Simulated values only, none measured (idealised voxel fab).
The document below concerns the process module designated voxel lift off.
This is section cut - it's 175 nm across, gridded in 5 nm square cells.
Reading order for cross-sections: top band down to bottom band. Underlying form: a grid of square cells. Band size: one or more rows of cells. Basically the band line says how high the top is and how high the bottom is, in nm, and then what's in it from left to right, every material with its width in nm. Empty space shows up as "empty", and if a single material carries "everywhere" it runs the full band edge to edge. Heads up on the height convention: 0 is the point under which the incoming wafer is all one material, and the lowest band has no bottom, it just keeps going down, like "0 -> down". The width entry "30 to 40" should be interpreted row by row: the top row of cells in the band takes the first number, the bottom row takes the second number, and the change between adjacent rows is uniform throughout. Reading "all unchanged" for a step: not a cell of the cross-section changed in it. You'll see "Fully closed voids" listing empty spaces that have no way open to the top, as long as they're 8 cells or more; the notation is width x height at distance, where the distance is from the left edge, and all of it is in nm. It should be noted that, on the line of a given step, the content following the step's settings is a remark produced by the simulator itself with respect to that step. What "overlay nm" on a step's line means: if the step has a mask, that mask lay this far to the right of its planned place, or, when the value is negative, to the left. In what follows, pairs of cross-sections are presented, each taken before and after one process step, with the after cross-section shown only down to the lowest band that was altered; the step, together with its settings, is stated below the pair. The pairs may stem from different runs of this module on the same starting wafer; accordingly, a pair should be taken as continuing from the one above it solely where its entry headed "Pre-step snapshot" indicates as much.

# Pre-step snapshot
> 0 -> down: Si everywhere
> Fully closed voids: none

# Post-Step Geometry
> 5 -> 0: SiO2 everywhere
> At heights below 0, the structure remains unaltered.
> Fully closed voids: none
Name the step between the before and after sections above: CONFORMAL_DEP, material SiO2, thk nm 5

Pre-step snapshot: The prior state of this step coincides with the post-step cross-section of the pair just above.

# Post-Step Geometry
> 25 -> 5: 20 nm resist, then 15 nm empty, then 25 nm resist, then 15 nm empty, then 25 nm resist, then 15 nm empty, then 25 nm resist, then 15 nm empty, then 20 nm resist
> At heights below 5, the structure remains unaltered.
> Fully closed voids: none
Name the step between the before and after sections above: PATTERN, tone open, mask id LINES, material resist, width nm 15, pitch nm 40, thk nm 20, overlay nm 0

Pre-step snapshot: The prior state of this step coincides with the post-step cross-section of the pair just above.

# Post-Step Geometry
> 30 -> 25: 20 nm Ru, then 15 nm empty, then 25 nm Ru, then 15 nm empty, then 25 nm Ru, then 15 nm empty, then 25 nm Ru, then 15 nm empty, then 20 nm Ru
> 25 -> 10: 20 nm resist, then 15 nm empty, then 25 nm resist, then 15 nm empty, then 25 nm resist, then 15 nm empty, then 25 nm resist, then 15 nm empty, then 20 nm resist
> 10 -> 5: 20 nm resist, then 15 nm Ru, then 25 nm resist, then 15 nm Ru, then 25 nm resist, then 15 nm Ru, then 25 nm resist, then 15 nm Ru, then 20 nm resist
> At heights below 5, the structure remains unaltered.
> Fully closed voids: none
Name the step between the before and after sections above: DIRECTIONAL_DEP, material Ru, thk nm 5

Pre-step snapshot: The prior state of this step coincides with the post-step cross-section of the pair just above.

# Post-Step Geometry
> 10 -> 5: 20 nm empty, then 15 nm Ru, then 25 nm empty, then 15 nm Ru, then 25 nm empty, then 15 nm Ru, then 25 nm empty, then 15 nm Ru, then 20 nm empty
> At heights below 5, the structure remains unaltered.
> Fully closed voids: none
Name the step between the before and after sections above: STRIP, etch materials resist

Pre-step snapshot: The prior state of this step coincides with the post-step cross-section of the pair just above.

# Post-Step Geometry
> 20 -> 15: 10 nm empty, then 35 nm SiO2, then 5 nm empty, then 35 nm SiO2, then 5 nm empty, then 35 nm SiO2, then 5 nm empty, then 35 nm SiO2, then 10 nm empty
> 15 -> 10: SiO2 everywhere
> 10 -> 5: 20 nm SiO2, then 15 nm Ru, then 25 nm SiO2, then 15 nm Ru, then 25 nm SiO2, then 15 nm Ru, then 25 nm SiO2, then 15 nm Ru, then 20 nm SiO2
> At heights below 5, the structure remains unaltered.
> Fully closed voids: none
Name the step between the before and after sections above: CONFORMAL_DEP, material SiO2, thk nm 10

# Pre-step snapshot
> 0 -> down: Si everywhere
> Fully closed voids: none

# Post-Step Geometry
> 20 -> 0: 20 nm resist, then 15 nm empty, then 25 nm resist, then 15 nm empty, then 25 nm resist, then 15 nm empty, then 25 nm resist, then 15 nm empty, then 20 nm resist
> At heights below 0, the structure remains unaltered.
> Fully closed voids: none
Name the step between the before and after sections above: PATTERN, tone open, mask id LINES, material resist, width nm 15, pitch nm 40, thk nm 20, overlay nm 0

Pre-step snapshot: The prior state of this step coincides with the post-step cross-section of the pair just above.

# Post-Step Geometry
> 25 -> 20: 20 nm Ru, then 15 nm empty, then 25 nm Ru, then 15 nm empty, then 25 nm Ru, then 15 nm empty, then 25 nm Ru, then 15 nm empty, then 20 nm Ru
> 20 -> 5: 20 nm resist, then 15 nm empty, then 25 nm resist, then 15 nm empty, then 25 nm resist, then 15 nm empty, then 25 nm resist, then 15 nm empty, then 20 nm resist
> 5 -> 0: 20 nm resist, then 15 nm Ru, then 25 nm resist, then 15 nm Ru, then 25 nm resist, then 15 nm Ru, then 25 nm resist, then 15 nm Ru, then 20 nm resist
> At heights below 0, the structure remains unaltered.
> Fully closed voids: none
Name the step between the before and after sections above: DIRECTIONAL_DEP, material Ru, thk nm 5

Pre-step snapshot: The prior state of this step coincides with the post-step cross-section of the pair just above.

# Post-Step Geometry
> 5 -> 0: 20 nm empty, then 15 nm Ru, then 25 nm empty, then 15 nm Ru, then 25 nm empty, then 15 nm Ru, then 25 nm empty, then 15 nm Ru, then 20 nm empty
> At heights below 0, the structure remains unaltered.
> Fully closed voids: none
Name the step between the before and after sections above: STRIP, etch materials resist

Pre-step snapshot: The prior state of this step coincides with the post-step cross-section of the pair just above.

# Post-Step Geometry
> 15 -> 10: 10 nm empty, then 35 nm SiO2, then 5 nm empty, then 35 nm SiO2, then 5 nm empty, then 35 nm SiO2, then 5 nm empty, then 35 nm SiO2, then 10 nm empty
> 10 -> 5: SiO2 everywhere
> 5 -> 0: 20 nm SiO2, then 15 nm Ru, then 25 nm SiO2, then 15 nm Ru, then 25 nm SiO2, then 15 nm Ru, then 25 nm SiO2, then 15 nm Ru, then 20 nm SiO2
> At heights below 0, the structure remains unaltered.
> Fully closed voids: none
Name the step between the before and after sections above: CONFORMAL_DEP, material SiO2, thk nm 10

# Pre-step snapshot
> 0 -> down: Si everywhere
> Fully closed voids: none

# Post-Step Geometry
> 15 -> 0: SiO2 everywhere
> At heights below 0, the structure remains unaltered.
> Fully closed voids: none
Name the step between the before and after sections above: CONFORMAL_DEP, material SiO2, thk nm 15

Pre-step snapshot: The prior state of this step coincides with the post-step cross-section of the pair just above.

# Post-Step Geometry
> 35 -> 15: 20 nm resist, then 15 nm empty, then 25 nm resist, then 15 nm empty, then 25 nm resist, then 15 nm empty, then 25 nm resist, then 15 nm empty, then 20 nm resist
> At heights below 15, the structure remains unaltered.
> Fully closed voids: none
Name the step between the before and after sections above: PATTERN, tone open, mask id LINES, material resist, width nm 15, pitch nm 40, thk nm 20, overlay nm 0

Pre-step snapshot: The prior state of this step coincides with the post-step cross-section of the pair just above.

# Post-Step Geometry
> 40 -> 35: 20 nm Ru, then 15 nm empty, then 25 nm Ru, then 15 nm empty, then 25 nm Ru, then 15 nm empty, then 25 nm Ru, then 15 nm empty, then 20 nm Ru
> 35 -> 20: 20 nm resist, then 15 nm empty, then 25 nm resist, then 15 nm empty, then 25 nm resist, then 15 nm empty, then 25 nm resist, then 15 nm empty, then 20 nm resist
> 20 -> 15: 20 nm resist, then 15 nm Ru, then 25 nm resist, then 15 nm Ru, then 25 nm resist, then 15 nm Ru, then 25 nm resist, then 15 nm Ru, then 20 nm resist
> At heights below 15, the structure remains unaltered.
> Fully closed voids: none
Name the step between the before and after sections above: DIRECTIONAL_DEP, material Ru, thk nm 5

Pre-step snapshot: The prior state of this step coincides with the post-step cross-section of the pair just above.

# Post-Step Geometry
> 20 -> 15: 20 nm empty, then 15 nm Ru, then 25 nm empty, then 15 nm Ru, then 25 nm empty, then 15 nm Ru, then 25 nm empty, then 15 nm Ru, then 20 nm empty
> At heights below 15, the structure remains unaltered.
> Fully closed voids: none
Name the step between the before and after sections above: STRIP, etch materials resist

Pre-step snapshot: The prior state of this step coincides with the post-step cross-section of the pair just above.

# Post-Step Geometry
> 30 -> 25: 10 nm empty, then 35 nm SiO2, then 5 nm empty, then 35 nm SiO2, then 5 nm empty, then 35 nm SiO2, then 5 nm empty, then 35 nm SiO2, then 10 nm empty
> 25 -> 20: SiO2 everywhere
> 20 -> 15: 20 nm SiO2, then 15 nm Ru, then 25 nm SiO2, then 15 nm Ru, then 25 nm SiO2, then 15 nm Ru, then 25 nm SiO2, then 15 nm Ru, then 20 nm SiO2
> At heights below 15, the structure remains unaltered.
> Fully closed voids: none
Name the step between the before and after sections above: CONFORMAL_DEP, material SiO2, thk nm 10

# Pre-step snapshot
> 5 -> 0: SiO2 everywhere
> 0 -> down: Si everywhere
> Fully closed voids: none

# Post-Step Geometry
> 25 -> 5: 20 nm resist, then 20 nm empty, then 20 nm resist, then 20 nm empty, then 20 nm resist, then 20 nm empty, then 20 nm resist, then 20 nm empty, then 15 nm resist
> At heights below 5, the structure remains unaltered.
> Fully closed voids: none
Name the step between the before and after sections above: PATTERN, tone open, mask id LINES, material resist, width nm 20, pitch nm 40, thk nm 20, overlay nm 0

Pre-step snapshot: The prior state of this step coincides with the post-step cross-section of the pair just above.

# Post-Step Geometry
> 30 -> 25: 20 nm Ru, then 20 nm empty, then 20 nm Ru, then 20 nm empty, then 20 nm Ru, then 20 nm empty, then 20 nm Ru, then 20 nm empty, then 15 nm Ru
> 25 -> 10: 20 nm resist, then 20 nm empty, then 20 nm resist, then 20 nm empty, then 20 nm resist, then 20 nm empty, then 20 nm resist, then 20 nm empty, then 15 nm resist
> 10 -> 5: 20 nm resist, then 20 nm Ru, then 20 nm resist, then 20 nm Ru, then 20 nm resist, then 20 nm Ru, then 20 nm resist, then 20 nm Ru, then 15 nm resist
> At heights below 5, the structure remains unaltered.
> Fully closed voids: none
Name the step between the before and after sections above: DIRECTIONAL_DEP, material Ru, thk nm 5

Pre-step snapshot: The prior state of this step coincides with the post-step cross-section of the pair just above.

# Post-Step Geometry
> 10 -> 5: 20 nm empty, then 20 nm Ru, then 20 nm empty, then 20 nm Ru, then 20 nm empty, then 20 nm Ru, then 20 nm empty, then 20 nm Ru, then 15 nm empty
> At heights below 5, the structure remains unaltered.
> Fully closed voids: none
Name the step between the before and after sections above: STRIP, etch materials resist

Pre-step snapshot: The prior state of this step coincides with the post-step cross-section of the pair just above.

# Post-Step Geometry
> 20 -> 15: 10 nm empty, then 160 nm SiO2, then 5 nm empty
> 15 -> 10: SiO2 everywhere
> 10 -> 5: 20 nm SiO2, then 20 nm Ru, then 20 nm SiO2, then 20 nm Ru, then 20 nm SiO2, then 20 nm Ru, then 20 nm SiO2, then 20 nm Ru, then 15 nm SiO2
> At heights below 5, the structure remains unaltered.
> Fully closed voids: none
Name the step between the before and after sections above: CONFORMAL_DEP, material SiO2, thk nm 10

# Pre-step snapshot
> 5 -> 0: SiO2 everywhere
> 0 -> down: Si everywhere
> Fully closed voids: none

# Post-Step Geometry
> 25 -> 5: 15 nm resist, then 15 nm empty, then 25 nm resist, then 15 nm empty, then 25 nm resist, then 15 nm empty, then 25 nm resist, then 15 nm empty, then 25 nm resist
> At heights below 5, the structure remains unaltered.
> Fully closed voids: none
Name the step between the before and after sections above: PATTERN, tone open, mask id LINES, material resist, width nm 15, pitch nm 40, thk nm 20, overlay nm -5

Pre-step snapshot: The prior state of this step coincides with the post-step cross-section of the pair just above.

# Post-Step Geometry
> 30 -> 25: 15 nm Ru, then 15 nm empty, then 25 nm Ru, then 15 nm empty, then 25 nm Ru, then 15 nm empty, then 25 nm Ru, then 15 nm empty, then 25 nm Ru
> 25 -> 10: 15 nm resist, then 15 nm empty, then 25 nm resist, then 15 nm empty, then 25 nm resist, then 15 nm empty, then 25 nm resist, then 15 nm empty, then 25 nm resist
> 10 -> 5: 15 nm resist, then 15 nm Ru, then 25 nm resist, then 15 nm Ru, then 25 nm resist, then 15 nm Ru, then 25 nm resist, then 15 nm Ru, then 25 nm resist
> At heights below 5, the structure remains unaltered.
> Fully closed voids: none
Name the step between the before and after sections above: DIRECTIONAL_DEP, material Ru, thk nm 5

Pre-step snapshot: The prior state of this step coincides with the post-step cross-section of the pair just above.

# Post-Step Geometry
> 10 -> 5: 15 nm empty, then 15 nm Ru, then 25 nm empty, then 15 nm Ru, then 25 nm empty, then 15 nm Ru, then 25 nm empty, then 15 nm Ru, then 25 nm empty
> At heights below 5, the structure remains unaltered.
> Fully closed voids: none
Name the step between the before and after sections above: STRIP, etch materials resist

Pre-step snapshot: The prior state of this step coincides with the post-step cross-section of the pair just above.

# Post-Step Geometry
> 20 -> 15: 5 nm empty, then 35 nm SiO2, then 5 nm empty, then 35 nm SiO2, then 5 nm empty, then 35 nm SiO2, then 5 nm empty, then 35 nm SiO2, then 15 nm empty
> 15 -> 10: SiO2 everywhere
> 10 -> 5: 15 nm SiO2, then 15 nm Ru, then 25 nm SiO2, then 15 nm Ru, then 25 nm SiO2, then 15 nm Ru, then 25 nm SiO2, then 15 nm Ru, then 25 nm SiO2
> At heights below 5, the structure remains unaltered.
> Fully closed voids: none
Name the step between the before and after sections above: CONFORMAL_DEP, material SiO2, thk nm 10

# Pre-step snapshot
> 25 -> 5: 20 nm resist, then 15 nm empty, then 25 nm resist, then 15 nm empty, then 25 nm resist, then 15 nm empty, then 25 nm resist, then 15 nm empty, then 20 nm resist
> 5 -> 0: SiO2 everywhere
> 0 -> down: Si everywhere
> Fully closed voids: none

# Post-Step Geometry
> 30 -> 25: 20 nm SiO2, then 15 nm empty, then 25 nm SiO2, then 15 nm empty, then 25 nm SiO2, then 15 nm empty, then 25 nm SiO2, then 15 nm empty, then 20 nm SiO2
> 25 -> 10: 20 nm resist, then 15 nm empty, then 25 nm resist, then 15 nm empty, then 25 nm resist, then 15 nm empty, then 25 nm resist, then 15 nm empty, then 20 nm resist
> 10 -> 5: 20 nm resist, then 15 nm SiO2, then 25 nm resist, then 15 nm SiO2, then 25 nm resist, then 15 nm SiO2, then 25 nm resist, then 15 nm SiO2, then 20 nm resist
> At heights below 5, the structure remains unaltered.
> Fully closed voids: none
Name the step between the before and after sections above: DIRECTIONAL_DEP, material SiO2, thk nm 5

Pre-step snapshot: The prior state of this step coincides with the post-step cross-section of the pair just above.

# Post-Step Geometry
> 10 -> 5: 20 nm empty, then 15 nm SiO2, then 25 nm empty, then 15 nm SiO2, then 25 nm empty, then 15 nm SiO2, then 25 nm empty, then 15 nm SiO2, then 20 nm empty
> At heights below 5, the structure remains unaltered.
> Fully closed voids: none
Name the step between the before and after sections above: STRIP, etch materials resist

Pre-step snapshot: The prior state of this step coincides with the post-step cross-section of the pair just above.

# Post-Step Geometry
> 20 -> 15: 10 nm empty, then 35 nm SiO2, then 5 nm empty, then 35 nm SiO2, then 5 nm empty, then 35 nm SiO2, then 5 nm empty, then 35 nm SiO2, then 10 nm empty
> 15 -> 0: SiO2 everywhere
> At heights below 0, the structure remains unaltered.
> Fully closed voids: none
Name the step between the before and after sections above: CONFORMAL_DEP, material SiO2, thk nm 10

# Pre-step snapshot
> 5 -> 0: SiO2 everywhere
> 0 -> down: Si everywhere
> Fully closed voids: none

# Post-Step Geometry
> 25 -> 5: 20 nm empty, then 15 nm resist, then 25 nm empty, then 15 nm resist, then 25 nm empty, then 15 nm resist, then 25 nm empty, then 15 nm resist, then 20 nm empty
> At heights below 5, the structure remains unaltered.
> Fully closed voids: none
Name the step between the before and after sections above: PATTERN, tone cover, mask id LINES, material resist, width nm 15, pitch nm 40, thk nm 20, overlay nm 0

Pre-step snapshot: The prior state of this step coincides with the post-step cross-section of the pair just above.

# Post-Step Geometry
> 30 -> 25: 20 nm empty, then 15 nm Ru, then 25 nm empty, then 15 nm Ru, then 25 nm empty, then 15 nm Ru, then 25 nm empty, then 15 nm Ru, then 20 nm empty
> 25 -> 10: 20 nm empty, then 15 nm resist, then 25 nm empty, then 15 nm resist, then 25 nm empty, then 15 nm resist, then 25 nm empty, then 15 nm resist, then 20 nm empty
> 10 -> 5: 20 nm Ru, then 15 nm resist, then 25 nm Ru, then 15 nm resist, then 25 nm Ru, then 15 nm resist, then 25 nm Ru, then 15 nm resist, then 20 nm Ru
> At heights below 5, the structure remains unaltered.
> Fully closed voids: none
Name the step between the before and after sections above: DIRECTIONAL_DEP, material Ru, thk nm 5

Pre-step snapshot: The prior state of this step coincides with the post-step cross-section of the pair just above.

# Post-Step Geometry
> 10 -> 5: 20 nm Ru, then 15 nm empty, then 25 nm Ru, then 15 nm empty, then 25 nm Ru, then 15 nm empty, then 25 nm Ru, then 15 nm empty, then 20 nm Ru
> At heights below 5, the structure remains unaltered.
> Fully closed voids: none
Name the step between the before and after sections above: STRIP, etch materials resist

Pre-step snapshot: The prior state of this step coincides with the post-step cross-section of the pair just above.

# Post-Step Geometry
> 20 -> 10: SiO2 everywhere
> 10 -> 5: 20 nm Ru, then 15 nm SiO2, then 25 nm Ru, then 15 nm SiO2, then 25 nm Ru, then 15 nm SiO2, then 25 nm Ru, then 15 nm SiO2, then 20 nm Ru
> At heights below 5, the structure remains unaltered.
> Fully closed voids: none
Name the step between the before and after sections above: CONFORMAL_DEP, material SiO2, thk nm 10
